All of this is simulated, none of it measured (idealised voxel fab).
This is a process module. Its name is voxel capacitor over wiring.
The cross-section shown here is cut; it is 220 nm wide and divided into square cells measuring 5 nm on a side.
Format of a cross-section: grid, square cells. Given as bands. Order: top down. Band: one or more rows of cells.
Look at the band entry: it leads with the top's height and the bottom's height in nm. Then it lists the materials left to right, with a width in nm for each. The word "all across" on a single material says that material fills the band edge to edge. The word "blank" is empty space.
Heights are reckoned from 0. Under this level, the received wafer is all of one material. The bottommost band is open-ended downward, for example "from 0 down".
You'd read "30->40" like this: the band's top row of cells is as wide as the first number, its bottom row is as wide as the second, and going down, every row changes width by the same amount as the row before did.
The cross-section has no changed cell in any step marked "nothing altered".
"Closed void catalog" contains a list of empty spaces, each no smaller than 8 cells and without an open way to the top, written in the form width x height at distance with the distance from the left edge and all three in nm.
Whatever follows a step's settings on its line is a remark the simulator itself makes about that step.
overlay nm: how far to the right of its planned place the mask lay on this masked step (negative: to the left).

The process steps that were planned are listed below:
1,RECEIVE,material Si
2,CONFORMAL_DEP,material SiO2,thk nm 15
3,DIRECTIONAL_DEP,material TiN,thk nm 5
4,DIRECTIONAL_DEP,material W,thk nm 20
5,DIRECTIONAL_DEP,material aC,thk nm 10
6,PATTERN,tone cover,mask id METAL_1,material resist,width nm 20,pitch nm 70,thk nm 30,overlay nm 0
7,DIRECTIONAL_ETCH,etch materials aC,depth nm 10
8,STRIP,etch materials resist
9,DIRECTIONAL_ETCH,etch materials W,depth nm 20
10,DIRECTIONAL_ETCH,etch materials TiN,depth nm 5
11,STRIP,etch materials aC
12,CONFORMAL_DEP,material SiCN,thk nm 5
13,FILL_DEP,material lowk,thk nm 5
14,CMP,height nm 40
15,CONFORMAL_DEP,material SiCN,thk nm 5
16,DIRECTIONAL_DEP,material lowk,thk nm 20
17,PATTERN,tone open,mask id PLUG_1,material resist,width nm 15,thk nm 20,overlay nm 0
18,DIRECTIONAL_ETCH,etch materials lowk,depth nm 20
19,DIRECTIONAL_ETCH,etch materials SiCN,depth nm 5
20,STRIP,etch materials resist
21,CONFORMAL_DEP,material TiN,thk nm 5
22,FILL_DEP,material Ru,thk nm 5
23,CMP,height nm 65
24,DIRECTIONAL_DEP,material TiN,thk nm 10
25,DIRECTIONAL_DEP,material HfO2,thk nm 5
26,DIRECTIONAL_DEP,material TiN,thk nm 10
27,PATTERN,tone cover,mask id UPPER_PLATE,material resist,width nm 55,thk nm 15,overlay nm 0
28,DIRECTIONAL_ETCH,etch materials TiN,depth nm 10
29,DIRECTIONAL_ETCH,etch materials HfO2,depth nm 5
30,STRIP,etch materials resist
31,PATTERN,tone cover,mask id LOWER_PLATE,material resist,width nm 65,thk nm 15,overlay nm 0
32,DIRECTIONAL_ETCH,etch materials TiN,depth nm 10
33,STRIP,etch materials resist
34,FILL_DEP,material SiO2,thk nm 15
35,CMP,height nm 100
36,DIRECTIONAL_DEP,material aC,thk nm 15
37,PATTERN,tone open,mask id PLUG_2,material resist,width nm 15,thk nm 30,overlay nm 0
38,DIRECTIONAL_ETCH,etch materials aC,depth nm 15
39,STRIP,etch materials resist
40,DIRECTIONAL_ETCH,etch materials SiO2,depth nm 10
41,STRIP,etch materials aC
42,CONFORMAL_DEP,material TiN,thk nm 5
43,FILL_DEP,material Cu,thk nm 10
44,CMP,height nm 100
45,CONFORMAL_DEP,material SiN,thk nm 5

Wafer cross-section on receipt, i.e. after step 1:
  from 0 down = Si all across
  Closed void catalog: none

As-planned run: cross-section of the first of two wafers at end of module:
  from 105 to 100 = SiN all across
  from 100 to 95 = SiO2: 80  TiN: 5  Cu: 5  TiN: 5  SiO2: 125
  from 95 to 90 = SiO2: 80  TiN: 15  SiO2: 125
  from 90 to 80 = SiO2: 70  TiN: 55  SiO2: 95
  from 80 to 75 = SiO2: 70  HfO2: 55  SiO2: 95
  from 75 to 65 = SiO2: 65  TiN: 65  SiO2: 90
  from 65 to 45 = lowk: 70  TiN: 5  Ru: 5  TiN: 5  lowk: 135
  from 45 to 40 = SiCN: 70  TiN: 15  SiCN: 135
  from 40 to 20 = lowk: 60  SiCN: 5  W: 20  SiCN: 5  lowk: 40  SiCN: 5  W: 20  SiCN: 5  lowk: 60
  from 20 to 15 = SiCN: 65  TiN: 20  SiCN: 50  TiN: 20  SiCN: 65
  from 15 to 0 = SiO2 all across
  from 0 down = Si all across
  Closed void catalog: none

Cross-sectional view of the second of two wafers upon completion of the module. This wafer shared its starting condition and process plan with the first; one error was made during its execution:
  from 105 to 100 = SiN all across
  from 100 to 95 = SiO2: 80  TiN: 5  Cu: 5  TiN: 5  SiO2: 125
  from 95 to 90 = SiO2: 80  TiN: 15  SiO2: 125
  from 90 to 80 = SiO2: 70  TiN: 55  SiO2: 95
  from 80 to 75 = SiO2: 70  HfO2: 55  SiO2: 95
  from 75 to 65 = SiO2: 65  TiN: 65  SiO2: 90
  from 65 to 45 = lowk: 70  TiN: 5  Ru: 5  TiN: 5  lowk: 135
  from 45 to 40 = SiCN: 70  TiN: 15  SiCN: 135
  from 40 to 20 = lowk: 50  SiCN: 5  W: 20  SiCN: 5  lowk: 40  SiCN: 5  W: 20  SiCN: 5  lowk: 70
  from 20 to 15 = SiCN: 55  TiN: 20  SiCN: 50  TiN: 20  SiCN: 75
  from 15 to 0 = SiO2 all across
  from 0 down = Si all across
  Closed void catalog: none
What was done differently from what was planned? step 6, actual vs plan mismatch, actual run PATTERN,tone cover,mask id METAL_1,material resist,width nm 20,pitch nm 70,thk nm 30,overlay nm -10
At the end, each material covers as many cells on the second wafer as it does on the first, though the cells it covers are elsewhere.
